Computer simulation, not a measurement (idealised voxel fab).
The process module presented herein is designated voxel gate over fins.
cross-section cut | 210 nm wide | cells 5 nm
Think of the cross-section as a grid of square cells. We describe it in bands, top to bottom, and each band covers one or more rows of those cells.
It is stipulated that each band's entry specify, in nanometres, the height of the top of the band and then that of its bottom, followed by the materials of the band in left-to-right sequence, each together with its width in nanometres. A single material marked by the word "everywhere" is understood to fill the band from edge to edge; the word "empty" is understood to denote empty space.
Note: height 0 marks the level under which the wafer is uniformly one material as received. Lowest band unbounded below, written "from 0 down".
Width: "30 to 40" (first number = top row, second number = bottom row, same change from row to row of cells).
Step marked "nothing was modified"? Then no cell in the cross-section changed in it.
Each empty space that has no open way to the top and spans at least 8 cells appears under "Enclosed void listing" as width x height at distance, the distance counted from the left edge, all in nm.
after a step's settings: what the simulator itself notes on the step
overlay nm: on a step with a mask, how far right of its planned place the mask lay; negative means left.

### Planned process steps
1. op RECEIVE | material Si
2. op CONFORMAL_DEP | material SiN | thk nm 10
3. op MASKED_ETCH | tone cover | mask id FINS | width nm 15 | pitch nm 35 | etch materials SiN | depth nm 10 | overlay nm 0
4. op MASKED_ETCH | tone cover | mask id FINS | width nm 15 | pitch nm 35 | etch materials Si | depth nm 40 | overlay nm 0
5. op OXIDIZE | depth nm 5
6. op FILL_DEP | material SiO2 | thk nm 10
7. op CMP | height nm 10
8. op SELECTIVE_ETCH | etch materials SiO2 | depth nm 20
9. op STRIP | etch materials SiN
10. op CONFORMAL_DEP | material HfO2 | thk nm 5
11. op CONFORMAL_DEP | material TiN | thk nm 5
12. op FILL_DEP | material W | thk nm 10
13. op CMP | height nm 15
14. op CONFORMAL_DEP | material SiCN | thk nm 10
Among the wafers covered here, the point of difference is the thk nm at step 10; their starting state is shared, and the plan presents the value of the first wafer.

### As-received state after step 1, first of several wafers, cross-section
    from 0 down  Si everywhere
    Enclosed void listing: none

### Depicted here is the first of several wafers in cross-section, at module completion following the last step, step 14
    from 25 to 15  SiCN everywhere
    from 15 to 10  W everywhere
    from 10 to 5  W=75; TiN=25; W=10; TiN=25; W=75
    from 5 to 0  W=75; TiN=5; HfO2=15; TiN=5; W=10; TiN=5; HfO2=15; TiN=5; W=75
    from 0 to -5  TiN=80; HfO2=5; Si=5; HfO2=5; TiN=20; HfO2=5; Si=5; HfO2=5; TiN=80
    from -5 to -10  HfO2=85; Si=5; HfO2=30; Si=5; HfO2=85
    from -10 to -45  SiO2=85; Si=5; SiO2=30; Si=5; SiO2=85
    from -45 down  Si everywhere
    Enclosed void listing: none

### A cross-section through the last wafer at the close of the module
    from 25 to 15  SiCN everywhere
    from 15 to 10  TiN=65; HfO2=80; TiN=65
    from 10 to 0  HfO2 everywhere
    from 0 to -10  HfO2=85; Si=5; HfO2=30; Si=5; HfO2=85
    from -10 to -45  SiO2=85; Si=5; SiO2=30; Si=5; SiO2=85
    from -45 down  Si everywhere
    Enclosed void listing: none

### Every row in this table is a wafer at the end of the module, and it gives, for each of the materials, the cells that wafer has gained (+) or lost (-) since it was received, then its closed voids
thk nm 5, +50 HfO2, -360 Si, +84 SiCN, +280 SiO2, +50 TiN, +106 W, Enclosed void listing: none
thk nm 10, +100 HfO2, -360 Si, +84 SiCN, +280 SiO2, +50 TiN, +56 W, Enclosed void listing: none
thk nm 15, +150 HfO2, -360 Si, +84 SiCN, +280 SiO2, +30 TiN, +26 W, Enclosed void listing: none
thk nm 20, +180 HfO2, -360 Si, +84 SiCN, +280 SiO2, +26 TiN, Enclosed void listing: none
